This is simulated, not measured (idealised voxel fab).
This section sets out a process module, namely voxel wiring stack.
The figure presents cross-section cut, which has a width of 165 nm and is divided into square cells with an edge length of 5 nm.
Format of a cross-section: grid, square cells. Given as bands. Order: top down. Band: one or more rows of cells.
The entry gives the band's vertical extent as a top height and a bottom height in nm, then its horizontal make-up as materials from left to right, each with a width in nm. "blank" stands for empty space; a single material marked "throughout" fills the band edge to edge.
For the purposes of this specification, 0 denotes the height below which the wafer in its as-received condition is composed wholly of one material, and the lowermost band, lacking a lower limit, extends downward without end, as expressed in "0 nm and below".
The width entry "30..40" should be interpreted row by row: the top row of cells in the band takes the first number, the bottom row takes the second number, and the change between adjacent rows is uniform throughout.
A step reported as "nothing was modified" is a step in which no cell of the cross-section changed.
Closed internal voids: empty space of 8 cells or more with no open way to the top, each as width x height at its distance from the left edge, in nm
The remark found on a step's line after its settings is issued by the simulator itself and pertains to that step.
When a step includes a mask, the "overlay nm" setting on its line states how far to the right of its planned place that mask lay, and negative values state how far to the left.

The planned process steps are enumerated hereunder:
1,RECEIVE, material Si
2,CONFORMAL_DEP, material SiO2, thk nm 15
3,CONFORMAL_DEP, material SiCN, thk nm 5
4,DIRECTIONAL_DEP, material SiO2, thk nm 20
5,PATTERN, tone open, mask id METAL_1, material resist, width nm 25, pitch nm 50, thk nm 20, overlay nm 0
6,DIRECTIONAL_ETCH, etch materials SiO2, depth nm 20
7,DIRECTIONAL_ETCH, etch materials SiCN, depth nm 5
8,STRIP, etch materials resist
9,CONFORMAL_DEP, material TiN, thk nm 5
10,FILL_DEP, material Cu, thk nm 10
11,CMP, height nm 40
12,EPI, material Ru, thk nm 5
13,FILL_DEP, material SiCN, thk nm 5
14,DIRECTIONAL_DEP, material SiO2, thk nm 15
15,DIRECTIONAL_DEP, material aC, thk nm 10
16,PATTERN, tone open, mask id PLUG_1, material resist, width nm 15, thk nm 25, overlay nm 0
17,DIRECTIONAL_ETCH, etch materials aC, depth nm 10
18,STRIP, etch materials resist
19,DIRECTIONAL_ETCH, etch materials SiO2, depth nm 15
20,DIRECTIONAL_ETCH, etch materials SiCN, depth nm 5
21,STRIP, etch materials aC
22,CONFORMAL_DEP, material TiN, thk nm 5
23,FILL_DEP, material Cu, thk nm 5
24,CMP, height nm 65
25,DIRECTIONAL_DEP, material TiN, thk nm 5
26,DIRECTIONAL_DEP, material W, thk nm 15
27,MASKED_ETCH, tone cover, mask id METAL_2, width nm 25, pitch nm 50, etch materials W, depth nm 15, overlay nm 0
28,MASKED_ETCH, tone cover, mask id METAL_2, width nm 25, pitch nm 50, etch materials TiN, depth nm 5, overlay nm 0
29,FILL_DEP, material lowk, thk nm 10
30,CMP, height nm 85
31,CONFORMAL_DEP, material SiCN, thk nm 5
32,DIRECTIONAL_DEP, material lowk, thk nm 25
33,DIRECTIONAL_DEP, material aC, thk nm 10
34,PATTERN, tone open, mask id METAL_3_HOLES, material resist, width nm 15, thk nm 30, overlay nm 0
35,DIRECTIONAL_ETCH, etch materials aC, depth nm 10
36,STRIP, etch materials resist
37,DIRECTIONAL_ETCH, etch materials lowk, depth nm 25
38,STRIP, etch materials aC
39,MASKED_ETCH, tone open, mask id METAL_3, width nm 25, pitch nm 50, etch materials lowk, depth nm 15, overlay nm 0
40,MASKED_ETCH, tone open, mask id METAL_3, width nm 25, pitch nm 50, etch materials SiCN, depth nm 5, overlay nm 0
41,CONFORMAL_DEP, material TiN, thk nm 5
42,FILL_DEP, material Ru, thk nm 5
43,CMP, height nm 115
44,CONFORMAL_DEP, material SiCN, thk nm 5
45,DIRECTIONAL_DEP, material SiO2, thk nm 30
46,DIRECTIONAL_DEP, material aC, thk nm 15
47,PATTERN, tone open, mask id METAL_4_HOLES, material resist, width nm 15, pitch nm 50, thk nm 30, overlay nm 0
48,DIRECTIONAL_ETCH, etch materials aC, depth nm 15
49,STRIP, etch materials resist
50,DIRECTIONAL_ETCH, etch materials SiO2, depth nm 30
51,STRIP, etch materials aC
52,DIRECTIONAL_DEP, material aC, thk nm 15
53,PATTERN, tone open, mask id METAL_4, material resist, width nm 25, pitch nm 50, thk nm 30, overlay nm 0
54,DIRECTIONAL_ETCH, etch materials aC, depth nm 15
55,STRIP, etch materials resist
56,DIRECTIONAL_ETCH, etch materials SiO2, depth nm 15
57,DIRECTIONAL_ETCH, etch materials SiCN, depth nm 5
58,STRIP, etch materials aC
59,CONFORMAL_DEP, material TiN, thk nm 5
60,FILL_DEP, material Cu, thk nm 5
61,CMP, height nm 150
62,CONFORMAL_DEP, material SiN, thk nm 5

Cross-sectional view of the wafer in its as-received condition, corresponding to the state after step 1:
- 0 nm and below  Si throughout
- Closed internal voids: none

Cross-sectional image of the first of two wafers at the end of the module, the run having proceeded as planned:
- 155 nm to 150 nm  SiN throughout
- 150 nm to 140 nm  SiO2: 45; TiN: 5; Cu: 15; TiN: 5; SiO2: 25; TiN: 5; Cu: 15; TiN: 5; SiO2: 45
- 140 nm to 135 nm  SiO2: 45; TiN: 5; Cu: 5; TiN: 15; SiO2: 25; TiN: 5; Cu: 5; TiN: 15; SiO2: 45
- 135 nm to 120 nm  SiO2: 45; TiN: 5; Cu: 5; TiN: 5; SiO2: 35; TiN: 5; Cu: 5; TiN: 5; SiO2: 55
- 120 nm to 115 nm  SiCN: 45; TiN: 15; SiCN: 35; TiN: 15; SiCN: 55
- 115 nm to 105 nm  lowk: 45; TiN: 5; Ru: 15; TiN: 5; lowk: 25; TiN: 5; Ru: 15; TiN: 5; lowk: 45
- 105 nm to 100 nm  lowk: 45; TiN: 5; Ru: 5; TiN: 15; lowk: 25; TiN: 25; lowk: 45
- 100 nm to 90 nm  lowk: 45; TiN: 5; Ru: 5; TiN: 5; lowk: 105
- 90 nm to 85 nm  SiCN: 45; TiN: 15; SiCN: 105
- 85 nm to 70 nm  lowk: 45; W: 25; lowk: 25; W: 25; lowk: 45
- 70 nm to 65 nm  lowk: 45; TiN: 25; lowk: 25; TiN: 25; lowk: 45
- 65 nm to 50 nm  SiO2: 45; TiN: 5; Cu: 5; TiN: 5; SiO2: 105
- 50 nm to 45 nm  SiCN: 45; TiN: 15; SiCN: 105
- 45 nm to 40 nm  SiCN: 40; Ru: 35; SiCN: 15; Ru: 35; SiCN: 40
- 40 nm to 20 nm  SiO2: 45; TiN: 5; Cu: 15; TiN: 5; SiO2: 25; TiN: 5; Cu: 15; TiN: 5; SiO2: 45
- 20 nm to 15 nm  SiCN: 45; TiN: 25; SiCN: 25; TiN: 25; SiCN: 45
- 15 nm to 0 nm  SiO2 throughout
- 0 nm and below  Si throughout
- Closed internal voids: none

End-of-module cross-section of the second wafer: identical starting point and process plan to the first, with one processing mistake:
- 155 nm to 150 nm  SiN throughout
- 150 nm to 140 nm  SiO2: 45; TiN: 5; Cu: 15; TiN: 5; SiO2: 25; TiN: 5; Cu: 15; TiN: 5; SiO2: 45
- 140 nm to 135 nm  SiO2: 45; TiN: 5; Cu: 5; TiN: 15; SiO2: 25; TiN: 5; Cu: 5; TiN: 15; SiO2: 45
- 135 nm to 120 nm  SiO2: 45; TiN: 5; Cu: 5; TiN: 5; SiO2: 35; TiN: 5; Cu: 5; TiN: 5; SiO2: 55
- 120 nm to 115 nm  SiCN: 45; TiN: 15; SiCN: 35; TiN: 15; SiCN: 55
- 115 nm to 105 nm  lowk: 45; TiN: 5; Ru: 15; TiN: 5; lowk: 25; TiN: 5; Ru: 15; TiN: 5; lowk: 45
- 105 nm to 100 nm  lowk: 45; TiN: 5; Ru: 5; TiN: 15; lowk: 25; TiN: 25; lowk: 45
- 100 nm to 90 nm  lowk: 45; TiN: 5; Ru: 5; TiN: 5; lowk: 105
- 90 nm to 85 nm  SiCN: 45; TiN: 15; SiCN: 105
- 85 nm to 70 nm  lowk: 45; W: 25; lowk: 25; W: 25; lowk: 45
- 70 nm to 65 nm  lowk: 45; TiN: 25; lowk: 25; TiN: 25; lowk: 45
- 65 nm to 50 nm  Cu: 40; TiN: 5; SiO2: 15; TiN: 5; Cu: 100
- 50 nm to 45 nm  TiN: 45; SiCN: 15; TiN: 105
- 45 nm to 40 nm  SiCN: 40; Ru: 35; SiCN: 15; Ru: 35; SiCN: 40
- 40 nm to 20 nm  SiO2: 45; TiN: 5; Cu: 15; TiN: 5; SiO2: 25; TiN: 5; Cu: 15; TiN: 5; SiO2: 45
- 20 nm to 15 nm  SiCN: 45; TiN: 25; SiCN: 25; TiN: 25; SiCN: 45
- 15 nm to 0 nm  SiO2 throughout
- 0 nm and below  Si throughout
- Closed internal voids: none
What was done differently from what was planned? contrary to plan, step 16 was performed as PATTERN, tone cover, mask id PLUG_1, material resist, width nm 15, thk nm 25, overlay nm 0
Upon completion, the second wafer contains, in terms of cells, a greater or smaller amount of certain materials than the first wafer: 81 more of Cu | 27 fewer of SiCN | 81 fewer of SiO2 | 27 more of TiN
